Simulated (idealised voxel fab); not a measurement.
This is a process module. Its name is voxel released beams.
The cross-section on display is named cut; it measures 205 nm wide, and its cells are 5 nm squares.
Cross-section, as written here: a square-cell grid given band by band from the top down, where a band holds one or more rows of cells. Within each band entry, the heights of the top and of the bottom of the band appear first, in that order and in nm; the materials of the band then follow from left to right, each with its corresponding width in nm. The designation "all across" on a single material indicates that it fills the band from edge to edge; the designation "blank" indicates empty space. We count height from 0. Below that, the starting wafer is all one material. The lowest band never ends at the bottom but goes on down; see "z 0 and below" for how that is written. Width "30..40": first value at the band's top row of cells, second value at its bottom row, equal change from row to row. Given "nothing was modified" for a step, no cell of the cross-section differs between before and after that step. In the "Unvented internal voids" entry, you get each enclosed empty space of 8 cells or more, one with no open way to the top, written width x height at distance, distance from the left edge, in nm. On each step's line, the part that comes after the settings is the simulator's own comment on the step. Steps that use a mask can have "overlay nm" on their line. It says how far the mask sat to the right of where it was meant to be. Negative means to the left.
THESE ARE THE STEPS WE PLANNED FOR THE PROCESS
- 1: RECEIVE,material Si
- 2: CONFORMAL_DEP,material Al2O3,thk nm 10
- 3: DIRECTIONAL_DEP,material SiO2,thk nm 10
- 4: DIRECTIONAL_DEP,material aC,thk nm 10
- 5: PATTERN,tone open,mask id ANCHOR,material resist,width nm 35,thk nm 25,overlay nm 0
- 6: DIRECTIONAL_ETCH,etch materials aC,depth nm 10
- 7: STRIP,etch materials resist
- 8: DIRECTIONAL_ETCH,etch materials SiO2,depth nm 10
- 9: STRIP,etch materials aC
- 10: CONFORMAL_DEP,material polySi,thk nm 15
- 11: MASKED_ETCH,tone cover,mask id BEAM,width nm 85,etch materials polySi,depth nm 15,overlay nm 0
- 12: STRIP,etch materials SiO2
FIRST WAFER, TWO IN TOTAL, RUN AS PLANNED
CROSS-SECTION OF THE INCOMING WAFER, STATE AFTER STEP 1
    z 0 and below | Si all across
    Unvented internal voids: none
CROSS-SECTION: WAFER STATE AFTER STEP 2
    z 10 to 0 | Al2O3 all across
    Below a height of 0, the structure has not been altered.
CROSS-SECTION: WAFER STATE AFTER STEP 3
    z 20 to 10 | SiO2 all across
    Below a height of 10, the structure has not been altered.
CROSS-SECTION: WAFER STATE AFTER STEP 4
    z 30 to 20 | aC all across
    Below a height of 20, the structure has not been altered.
CROSS-SECTION: WAFER STATE AFTER STEP 5
    z 55 to 30 | 60 nm resist; 35 nm blank; 110 nm resist
    Below a height of 30, the structure has not been altered.
CROSS-SECTION: WAFER STATE AFTER STEP 6
    z 45 to 30 | 60 nm resist; 35 nm blank; 110 nm resist
    z 30 to 20 | 60 nm aC; 35 nm blank; 110 nm aC
    Below a height of 20, the structure has not been altered.
CROSS-SECTION: WAFER STATE AFTER STEP 7
    z 30 to 20 | 60 nm aC; 35 nm blank; 110 nm aC
    Below a height of 20, the structure has not been altered.
CROSS-SECTION: WAFER STATE AFTER STEP 8
    z 30 to 20 | 60 nm aC; 35 nm blank; 110 nm aC
    z 20 to 10 | 60 nm SiO2; 35 nm blank; 110 nm SiO2
    Below a height of 10, the structure has not been altered.
CROSS-SECTION: WAFER STATE AFTER STEP 9
    z 20 to 10 | 60 nm SiO2; 35 nm blank; 110 nm SiO2
    Below a height of 10, the structure has not been altered.
CROSS-SECTION: WAFER STATE AFTER STEP 10
    z 35 to 25 | 75 nm polySi; 5 nm blank; 125 nm polySi
    z 25 to 20 | polySi all across
    z 20 to 10 | 60 nm SiO2; 35 nm polySi; 110 nm SiO2
    Below a height of 10, the structure has not been altered.
CROSS-SECTION: WAFER STATE AFTER STEP 11
    z 35 to 25 | 55 nm blank; 20 nm polySi; 5 nm blank; 60 nm polySi; 65 nm blank
    z 25 to 20 | 55 nm blank; 85 nm polySi; 65 nm blank
    Below a height of 20, the structure has not been altered.
CROSS-SECTION: WAFER STATE AFTER STEP 12
    z 35 to 25 | 55 nm blank; 20 nm polySi; 5 nm blank; 60 nm polySi; 65 nm blank
    z 25 to 20 | 55 nm blank; 85 nm polySi; 65 nm blank
    z 20 to 10 | 60 nm blank; 35 nm polySi; 110 nm blank
    Below a height of 10, the structure has not been altered.
SECOND WAFER (IDENTICAL START AND PLAN, ONE PROCESSING ERROR; MATCHES FIRST WAFER THROUGH STEP 4)
AT THE PLANNED END OF STEP 5, THE SECOND WAFER IN CROSS-SECTION
    z 55 to 30 | 65 nm resist; 25 nm blank; 115 nm resist
    Below a height of 30, the structure has not been altered.
AT THE PLANNED END OF STEP 6, THE SECOND WAFER IN CROSS-SECTION
    z 45 to 30 | 65 nm resist; 25 nm blank; 115 nm resist
    z 30 to 20 | 65 nm aC; 25 nm blank; 115 nm aC
    Below a height of 20, the structure has not been altered.
AT THE PLANNED END OF STEP 7, THE SECOND WAFER IN CROSS-SECTION
    z 30 to 20 | 65 nm aC; 25 nm blank; 115 nm aC
    Below a height of 20, the structure has not been altered.
AT THE PLANNED END OF STEP 8, THE SECOND WAFER IN CROSS-SECTION
    z 30 to 20 | 65 nm aC; 25 nm blank; 115 nm aC
    z 20 to 10 | 65 nm SiO2; 25 nm blank; 115 nm SiO2
    Below a height of 10, the structure has not been altered.
AT THE PLANNED END OF STEP 9, THE SECOND WAFER IN CROSS-SECTION
    z 20 to 10 | 65 nm SiO2; 25 nm blank; 115 nm SiO2
    Below a height of 10, the structure has not been altered.
AT THE PLANNED END OF STEP 10, THE SECOND WAFER IN CROSS-SECTION
    z 35 to 20 | polySi all across
    z 20 to 10 | 65 nm SiO2; 25 nm polySi; 115 nm SiO2
    Below a height of 10, the structure has not been altered.
AT THE PLANNED END OF STEP 11, THE SECOND WAFER IN CROSS-SECTION
    z 35 to 20 | 55 nm blank; 85 nm polySi; 65 nm blank
    Below a height of 20, the structure has not been altered.
AT THE PLANNED END OF STEP 12, THE SECOND WAFER IN CROSS-SECTION
    z 35 to 20 | 55 nm blank; 85 nm polySi; 65 nm blank
    z 20 to 10 | 65 nm blank; 25 nm polySi; 115 nm blank
    Below a height of 10, the structure has not been altered.
Nonconformance to the process plan: step 5 went in with a setting other than planned; the actual run was PATTERN,tone open,mask id ANCHOR,material resist,width nm 25,thk nm 25,overlay nm 0
Wrapping up, a cell-based count of both wafers puts the second over or under the first for these materials: polySi -2
